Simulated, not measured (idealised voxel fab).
Module name: voxel fin reveal (process module)
Cross-section cut: width 190 nm, square cells of 5 nm.
If you're reading a cross-section in this doc, picture square cells in a grid; it comes to you as bands, top ones listed first down to the bottom, and a band can be one or more rows of cells. This entry defines a band. It first specifies the height of the band's top and the height of its bottom in nm, and then specifies the band's materials from left to right, stating each material with its width in nm. The word "full width" identifies a single material that fills the band from edge to edge, while the word "blank" identifies empty space. Heights are expressed relative to 0, this being the level below which the as-received wafer comprises one material exclusively. The lowest band is unbounded in the downward direction and is denoted as in "0 and below". A width given as "30 to 40" starts at the first number in the band's top row and ends at the second number in its bottom row, shifting by an equal amount at every step from row to row. Any step labelled "remained the same" changed none of the cells in the cross-section. "Enclosed empty spaces" lists enclosed empty spaces (at least 8 cells, no open path upward to the top), each as width x height at distance from the left edge, in nm. Text after the settings on a step's line: the simulator's own remark on that step. On any step carrying a mask, the "overlay nm" setting, if present on the step's line, tells how far right of its planned place the mask lay; negative values point to the left.
**Steps planned for the process**
1 RECEIVE, material Si
2 CONFORMAL_DEP, material SiN, thk nm 10
3 DIRECTIONAL_DEP, material aC, thk nm 10
4 PATTERN, tone cover, mask id FINS, material resist, width nm 15, pitch nm 40, thk nm 25, overlay nm 0
5 DIRECTIONAL_ETCH, etch materials aC, depth nm 10
6 STRIP, etch materials resist
7 DIRECTIONAL_ETCH, etch materials SiN, depth nm 10
8 DIRECTIONAL_ETCH, etch materials Si, depth nm 30
9 STRIP, etch materials aC
10 FILL_DEP, material SiO2, thk nm 10
11 CMP, height nm 10
12 SELECTIVE_ETCH, etch materials SiO2, depth nm 20
13 STRIP, etch materials SiN
14 CONFORMAL_DEP, material SiO2, thk nm 5
**On the first of the two wafers: run conducted according to plan**
**As-received state of the wafer in cross-section, equivalent to post-step 1**
    0 and below  Si full width
    Enclosed empty spaces: none
**Wafer after step 2 (cross-section)**
    10 down to 0  SiN full width
    Heights below 0 show no change.
**Wafer after step 3 (cross-section)**
    20 down to 10  aC full width
    Heights below 10 show no change.
**Wafer after step 4 (cross-section)**
    45 down to 20  65 nm blank, then 15 nm resist, then 25 nm blank, then 15 nm resist, then 70 nm blank
    Heights below 20 show no change.
**Wafer after step 5 (cross-section)**
    35 down to 20  65 nm blank, then 15 nm resist, then 25 nm blank, then 15 nm resist, then 70 nm blank
    20 down to 10  65 nm blank, then 15 nm aC, then 25 nm blank, then 15 nm aC, then 70 nm blank
    Heights below 10 show no change.
**Wafer after step 6 (cross-section)**
    20 down to 10  65 nm blank, then 15 nm aC, then 25 nm blank, then 15 nm aC, then 70 nm blank
    Heights below 10 show no change.
**Wafer after step 7 (cross-section)**
    20 down to 10  65 nm blank, then 15 nm aC, then 25 nm blank, then 15 nm aC, then 70 nm blank
    10 down to 0  65 nm blank, then 15 nm SiN, then 25 nm blank, then 15 nm SiN, then 70 nm blank
    Heights below 0 show no change.
**Wafer after step 8 (cross-section)**
    20 down to 10  65 nm blank, then 15 nm aC, then 25 nm blank, then 15 nm aC, then 70 nm blank
    10 down to 0  65 nm blank, then 15 nm SiN, then 25 nm blank, then 15 nm SiN, then 70 nm blank
    0 down to -30  65 nm blank, then 15 nm Si, then 25 nm blank, then 15 nm Si, then 70 nm blank
    Heights below -30 show no change.
**Wafer after step 9 (cross-section)**
    10 down to 0  65 nm blank, then 15 nm SiN, then 25 nm blank, then 15 nm SiN, then 70 nm blank
    Heights below 0 show no change.
**Wafer after step 10 (cross-section)**
    20 down to 10  SiO2 full width
    10 down to 0  65 nm SiO2, then 15 nm SiN, then 25 nm SiO2, then 15 nm SiN, then 70 nm SiO2
    0 down to -30  65 nm SiO2, then 15 nm Si, then 25 nm SiO2, then 15 nm Si, then 70 nm SiO2
    Heights below -30 show no change.
**Wafer after step 11 (cross-section)**
    10 down to 0  65 nm SiO2, then 15 nm SiN, then 25 nm SiO2, then 15 nm SiN, then 70 nm SiO2
    Heights below 0 show no change.
**Wafer after step 12 (cross-section)**
    10 down to 0  65 nm blank, then 15 nm SiN, then 25 nm blank, then 15 nm SiN, then 70 nm blank
    0 down to -10  65 nm blank, then 15 nm Si, then 25 nm blank, then 15 nm Si, then 70 nm blank
    Heights below -10 show no change.
**Wafer after step 13 (cross-section)**
    0 down to -10  65 nm blank, then 15 nm Si, then 25 nm blank, then 15 nm Si, then 70 nm blank
    Heights below -10 show no change.
**Wafer after step 14 (cross-section)**
    5 down to 0  60 nm blank, then 25 nm SiO2, then 15 nm blank, then 25 nm SiO2, then 65 nm blank
    0 down to -5  60 nm blank, then 5 nm SiO2, then 15 nm Si, then 5 nm SiO2, then 15 nm blank, then 5 nm SiO2, then 15 nm Si, then 5 nm SiO2, then 65 nm blank
    -5 down to -30  65 nm SiO2, then 15 nm Si, then 25 nm SiO2, then 15 nm Si, then 70 nm SiO2
    Heights below -30 show no change.
**Wafer two: like wafer one in start and plan, but with one mistake in execution; identical up to and including step 3**
**Cross-section of the second wafer at the time by which step 4 should have been completed according to the plan**
    45 down to 20  65 nm resist, then 15 nm blank, then 25 nm resist, then 15 nm blank, then 70 nm resist
    Heights below 20 show no change.
**Cross-section of the second wafer at the time by which step 5 should have been completed according to the plan**
    35 down to 20  65 nm resist, then 15 nm blank, then 25 nm resist, then 15 nm blank, then 70 nm resist
    20 down to 10  65 nm aC, then 15 nm blank, then 25 nm aC, then 15 nm blank, then 70 nm aC
    Heights below 10 show no change.
**Cross-section of the second wafer at the time by which step 6 should have been completed according to the plan**
    20 down to 10  65 nm aC, then 15 nm blank, then 25 nm aC, then 15 nm blank, then 70 nm aC
    Heights below 10 show no change.
**Cross-section of the second wafer at the time by which step 7 should have been completed according to the plan**
    20 down to 10  65 nm aC, then 15 nm blank, then 25 nm aC, then 15 nm blank, then 70 nm aC
    10 down to 0  65 nm SiN, then 15 nm blank, then 25 nm SiN, then 15 nm blank, then 70 nm SiN
    Heights below 0 show no change.
**Cross-section of the second wafer at the time by which step 8 should have been completed according to the plan**
    20 down to 10  65 nm aC, then 15 nm blank, then 25 nm aC, then 15 nm blank, then 70 nm aC
    10 down to 0  65 nm SiN, then 15 nm blank, then 25 nm SiN, then 15 nm blank, then 70 nm SiN
    0 down to -30  65 nm Si, then 15 nm blank, then 25 nm Si, then 15 nm blank, then 70 nm Si
    Heights below -30 show no change.
**Cross-section of the second wafer at the time by which step 9 should have been completed according to the plan**
    10 down to 0  65 nm SiN, then 15 nm blank, then 25 nm SiN, then 15 nm blank, then 70 nm SiN
    Heights below 0 show no change.
**Cross-section of the second wafer at the time by which step 10 should have been completed according to the plan**
    20 down to 10  SiO2 full width
    10 down to 0  65 nm SiN, then 15 nm SiO2, then 25 nm SiN, then 15 nm SiO2, then 70 nm SiN
    0 down to -30  65 nm Si, then 15 nm SiO2, then 25 nm Si, then 15 nm SiO2, then 70 nm Si
    Heights below -30 show no change.
**Cross-section of the second wafer at the time by which step 11 should have been completed according to the plan**
    10 down to 0  65 nm SiN, then 15 nm SiO2, then 25 nm SiN, then 15 nm SiO2, then 70 nm SiN
    Heights below 0 show no change.
**Cross-section of the second wafer at the time by which step 12 should have been completed according to the plan**
    10 down to 0  65 nm SiN, then 15 nm blank, then 25 nm SiN, then 15 nm blank, then 70 nm SiN
    0 down to -10  65 nm Si, then 15 nm blank, then 25 nm Si, then 15 nm blank, then 70 nm Si
    Heights below -10 show no change.
**Cross-section of the second wafer at the time by which step 13 should have been completed according to the plan**
    0 down to -10  65 nm Si, then 15 nm blank, then 25 nm Si, then 15 nm blank, then 70 nm Si
    Heights below -10 show no change.
**Cross-section of the second wafer at the time by which step 14 should have been completed according to the plan**
    5 down to 0  70 nm SiO2, then 5 nm blank, then 35 nm SiO2, then 5 nm blank, then 75 nm SiO2
    0 down to -5  65 nm Si, then 5 nm SiO2, then 5 nm blank, then 5 nm SiO2, then 25 nm Si, then 5 nm SiO2, then 5 nm blank, then 5 nm SiO2, then 70 nm Si
    -5 down to -30  65 nm Si, then 15 nm SiO2, then 25 nm Si, then 15 nm SiO2, then 70 nm Si
    Heights below -30 show no change.
Plan not followed: step 4 was run on a setting that differed from the plan, and what really ran there is PATTERN, tone open, mask id FINS, material resist, width nm 15, pitch nm 40, thk nm 25, overlay nm 0
Final wafer comparison in cells, second versus first, more or fewer per material: Si +156 | SiO2 -104
